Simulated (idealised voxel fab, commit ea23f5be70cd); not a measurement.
Proc. module: voxel wiring stack
Section shown: cut. Width: 200 nm. Cell size: 5 nm, square.
Throughout this document, each cross-section is represented as a grid of square cells and is presented as a sequence of bands enumerated from the top downward, where a band comprises one or more rows of cells.
It is stipulated that each band's entry specify, in nanometres, the height of the top of the band and then that of its bottom, followed by the materials of the band in left-to-right sequence, each together with its width in nanometres. A single material marked by the word "edge to edge" is understood to fill the band from edge to edge; the word "air" is understood to denote empty space.
For the purposes of this specification, 0 denotes the height below which the wafer in its as-received condition is composed wholly of one material, and the lowermost band, lacking a lower limit, extends downward without end, as expressed in "top 0, no bottom".
Top row gets the first number, bottom row gets the second, and each row in between changes by the same step: that is how a band width like "30->40" works.
Where a step carries "nothing different", the cross-section came out of it unchanged, cell for cell.
"Fully closed voids": sealed empty spaces, 8 cells or more, no open way to top, listed width x height at distance, with distance from the left edge and width, height and distance in nm.
Note: text after step settings on the step line = simulator remark on that step.
overlay nm: how far to the right of its planned place the mask lay on this masked step (negative: to the left).
## Set out below are the planned steps of the process
1) RECEIVE with material Si
2) CONFORMAL_DEP with material SiO2, thk nm 15
3) CONFORMAL_DEP with material SiN, thk nm 5
4) DIRECTIONAL_DEP with material lowk, thk nm 25
5) DIRECTIONAL_DEP with material aC, thk nm 10
6) PATTERN with tone open, mask id METAL_1, material resist, width nm 25, pitch nm 45, thk nm 30, overlay nm 0
7) DIRECTIONAL_ETCH with etch materials aC, depth nm 10
8) STRIP with etch materials resist
9) DIRECTIONAL_ETCH with etch materials lowk, depth nm 25
10) DIRECTIONAL_ETCH with etch materials SiN, depth nm 5
11) STRIP with etch materials aC
12) CONFORMAL_DEP with material TiN, thk nm 5
13) FILL_DEP with material Ru, thk nm 5
14) CMP with height nm 45
15) CONFORMAL_DEP with material SiCN, thk nm 5
16) DIRECTIONAL_DEP with material SiO2, thk nm 15
17) MASKED_ETCH with tone open, mask id PLUG_1, width nm 15, pitch nm 45, etch materials SiO2, depth nm 15, overlay nm 0
18) MASKED_ETCH with tone open, mask id PLUG_1, width nm 15, pitch nm 45, etch materials SiCN, depth nm 5, overlay nm 0
19) EPI with material Ru, thk nm 10
20) EPI with material Ru, thk nm 10
21) CONFORMAL_DEP with material SiN, thk nm 5
22) DIRECTIONAL_DEP with material lowk, thk nm 20
23) MASKED_ETCH with tone open, mask id METAL_2, width nm 25, pitch nm 45, etch materials lowk, depth nm 20, overlay nm 0
24) MASKED_ETCH with tone open, mask id METAL_2, width nm 25, pitch nm 45, etch materials SiN, depth nm 5, overlay nm 0
25) CONFORMAL_DEP with material TiN, thk nm 5
26) FILL_DEP with material Ru, thk nm 10
27) CMP with height nm 90
28) CONFORMAL_DEP with material SiCN, thk nm 5
29) DIRECTIONAL_DEP with material SiO2, thk nm 10
30) MASKED_ETCH with tone open, mask id PLUG_2, width nm 15, etch materials SiO2, depth nm 10, overlay nm 0
31) MASKED_ETCH with tone open, mask id PLUG_2, width nm 15, etch materials SiCN, depth nm 5, overlay nm 0
32) EPI with material Ru, thk nm 10
33) EPI with material Ru, thk nm 5
34) CONFORMAL_DEP with material SiN, thk nm 5
35) DIRECTIONAL_DEP with material lowk, thk nm 20
36) DIRECTIONAL_DEP with material aC, thk nm 15
37) PATTERN with tone open, mask id METAL_3, material resist, width nm 25, pitch nm 45, thk nm 30, overlay nm 0
38) DIRECTIONAL_ETCH with etch materials aC, depth nm 15
39) STRIP with etch materials resist
40) DIRECTIONAL_ETCH with etch materials lowk, depth nm 20
41) DIRECTIONAL_ETCH with etch materials SiN, depth nm 5
42) STRIP with etch materials aC
43) CONFORMAL_DEP with material TiN, thk nm 5
44) FILL_DEP with material Ru, thk nm 5
45) CMP with height nm 130
46) CONFORMAL_DEP with material SiCN, thk nm 5
## Cross-section of the wafer at receipt, which is the condition after step 1
* top 0, no bottom: Si edge to edge
* Fully closed voids: none
## The following cross-section depicts the wafer upon conclusion of the module. Processing commenced from the starting condition illustrated above and adhered to the plan illustrated above, save for one mistake in execution
* top 135, bottom 130: SiCN edge to edge
* top 130, bottom 110: lowk=65, then TiN=5, then Ru=15, then TiN=5, then lowk=20, then TiN=5, then Ru=15, then TiN=5, then lowk=65
* top 110, bottom 105: SiN=65, then TiN=25, then SiN=20, then TiN=25, then SiN=65
* top 105, bottom 95: SiO2=65, then SiN=5, then TiN=5, then SiN=5, then SiO2=120
* top 95, bottom 90: SiCN=65, then SiN=5, then TiN=5, then SiN=5, then SiCN=120
* top 90, bottom 75: Ru=60, then TiN=5, then lowk=25, then TiN=5, then Ru=10, then TiN=5, then lowk=25, then TiN=5, then Ru=60
* top 75, bottom 70: TiN=65, then lowk=25, then TiN=20, then lowk=25, then TiN=65
* top 70, bottom 65: SiN edge to edge
* top 65, bottom 50: SiO2=65, then Ru=15, then SiO2=30, then Ru=15, then SiO2=75
* top 50, bottom 45: SiCN=65, then Ru=15, then SiCN=30, then Ru=15, then SiCN=75
* top 45, bottom 20: lowk=65, then TiN=5, then Ru=15, then TiN=5, then lowk=20, then TiN=5, then Ru=15, then TiN=5, then lowk=65
* top 20, bottom 15: SiN=65, then TiN=25, then SiN=20, then TiN=25, then SiN=65
* top 15, bottom 0: SiO2 edge to edge
* top 0, no bottom: Si edge to edge
* Fully closed voids: none
Against the plan, the run slipped here: note that step 23 departed from the planned setting and was carried out as MASKED_ETCH with tone cover, mask id METAL_2, width nm 25, pitch nm 45, etch materials lowk, depth nm 20, overlay nm 0
